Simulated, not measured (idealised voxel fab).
process module | voxel capacitor over wiring
cross-section cut | 235 nm wide | cells 5 nm
A cross-section is a grid of square cells, given in bands from the top down. A band is one or more rows of cells.
Each band's line starts with the height of the band's top and of its bottom, in nm. Then come its materials from left to right, each with its width in nm. One material with "throughout" fills the band from edge to edge. "air" is empty space.
Height 0 is the level under which the wafer as received is all one material. The lowest band goes on downwards, as in "0 down".
A width such as "30 to 40" changes by the same amount from each row of cells to the next, from the band's top row to its bottom row.
"no change" after a step means that no cell of the cross-section changed.
closed voids: empty space of 8 cells or more with no open way to the top, each as width x height at its distance from the left edge, in nm
after a step's settings: what the simulator itself notes on the step
overlay nm, on a step with a mask: how far to the right of its planned place the mask lay; to the left if negative
plan
1 op RECEIVE | material Si
2 op CONFORMAL_DEP | material SiO2 | thk nm 10
3 op CONFORMAL_DEP | material SiCN | thk nm 5
4 op DIRECTIONAL_DEP | material SiO2 | thk nm 15
5 op DIRECTIONAL_DEP | material aC | thk nm 15
6 op PATTERN | tone open | mask id METAL_1 | material resist | width nm 20 | pitch nm 80 | thk nm 35 | overlay nm 0
7 op DIRECTIONAL_ETCH | etch materials aC | depth nm 15
8 op STRIP | etch materials resist
9 op DIRECTIONAL_ETCH | etch materials SiO2 | depth nm 15
10 op DIRECTIONAL_ETCH | etch materials SiCN | depth nm 5
11 op STRIP | etch materials aC
12 op CONFORMAL_DEP | material TiN | thk nm 5
13 op FILL_DEP | material Cu | thk nm 5
14 op CMP | height nm 30
15 op CONFORMAL_DEP | material SiCN | thk nm 5
16 op DIRECTIONAL_DEP | material SiO2 | thk nm 15
17 op PATTERN | tone open | mask id PLUG_1 | material resist | width nm 15 | thk nm 15 | overlay nm 0
18 op DIRECTIONAL_ETCH | etch materials SiO2 | depth nm 15
19 op DIRECTIONAL_ETCH | etch materials SiCN | depth nm 5
20 op STRIP | etch materials resist
21 op CONFORMAL_DEP | material TiN | thk nm 5
22 op FILL_DEP | material W | thk nm 10
23 op CMP | height nm 50
24 op DIRECTIONAL_DEP | material TiN | thk nm 10
25 op DIRECTIONAL_DEP | material HfO2 | thk nm 5
26 op DIRECTIONAL_DEP | material TiN | thk nm 5
27 op PATTERN | tone cover | mask id UPPER_PLATE | material resist | width nm 65 | thk nm 20 | overlay nm 0
28 op DIRECTIONAL_ETCH | etch materials TiN | depth nm 5
29 op DIRECTIONAL_ETCH | etch materials HfO2 | depth nm 5
30 op STRIP | etch materials resist
31 op PATTERN | tone cover | mask id LOWER_PLATE | material resist | width nm 75 | thk nm 20 | overlay nm 0
32 op DIRECTIONAL_ETCH | etch materials TiN | depth nm 10
33 op STRIP | etch materials resist
34 op FILL_DEP | material SiO2 | thk nm 20
35 op CMP | height nm 85
36 op PATTERN | tone open | mask id PLUG_2 | material resist | width nm 15 | thk nm 15 | overlay nm 0
37 op DIRECTIONAL_ETCH | etch materials SiO2 | depth nm 15
38 op STRIP | etch materials resist
39 op CONFORMAL_DEP | material TiN | thk nm 5
40 op FILL_DEP | material W | thk nm 10
41 op CMP | height nm 85
42 op CONFORMAL_DEP | material SiN | thk nm 5
as received, after step 1
  0 down: Si throughout
  closed voids: none
first wafer at the end, as planned
  90 to 85: SiN throughout
  85 to 75: SiO2 80 | TiN 5 | W 5 | TiN 5 | SiO2 140
  75 to 65: SiO2 80 to 70 | TiN 15 to 65 | SiO2 140 to 100
  65 to 60: SiO2 70 | HfO2 65 | SiO2 100
  60 to 50: SiO2 65 | TiN 75 | SiO2 95
  50 to 35: SiO2 70 | TiN 5 | W 5 | TiN 5 | SiO2 150
  35 to 30: SiCN 70 | TiN 15 | SiCN 150
  30 to 15: SiO2 65 | TiN 5 | Cu 10 | TiN 5 | SiO2 60 | TiN 5 | Cu 10 | TiN 5 | SiO2 70
  15 to 10: SiCN 65 | TiN 20 | SiCN 60 | TiN 20 | SiCN 70
  10 to 0: SiO2 throughout
  0 down: Si throughout
  closed voids: none
second wafer at the end: like start, like plan, one mistake
  90 to 85: SiN throughout
  85 to 75: SiO2 80 | TiN 5 | W 5 | TiN 5 | SiO2 140
  75 to 65: SiO2 80 to 70 | TiN 15 to 65 | SiO2 140 to 100
  65 to 60: SiO2 70 | HfO2 65 | SiO2 100
  60 to 50: SiO2 65 | TiN 75 | SiO2 95
  50 to 35: SiO2 70 | TiN 5 | W 5 | TiN 5 | SiO2 150
  35 to 30: SiCN 70 | TiN 15 | SiCN 150
  30 to 15: SiO2 60 | TiN 5 | Cu 20 | TiN 5 | SiO2 50 | TiN 5 | Cu 20 | TiN 5 | SiO2 65
  15 to 10: SiCN 60 | TiN 30 | SiCN 50 | TiN 30 | SiCN 65
  10 to 0: SiO2 throughout
  0 down: Si throughout
  closed voids: none
what went wrong: step 6 ran as: op PATTERN | tone open | mask id METAL_1 | material resist | width nm 30 | pitch nm 80 | thk nm 35 | overlay nm 0
at the end the second wafer has, in cells: 12 more of Cu | 4 fewer of SiCN | 12 fewer of SiO2 | 4 more of TiN
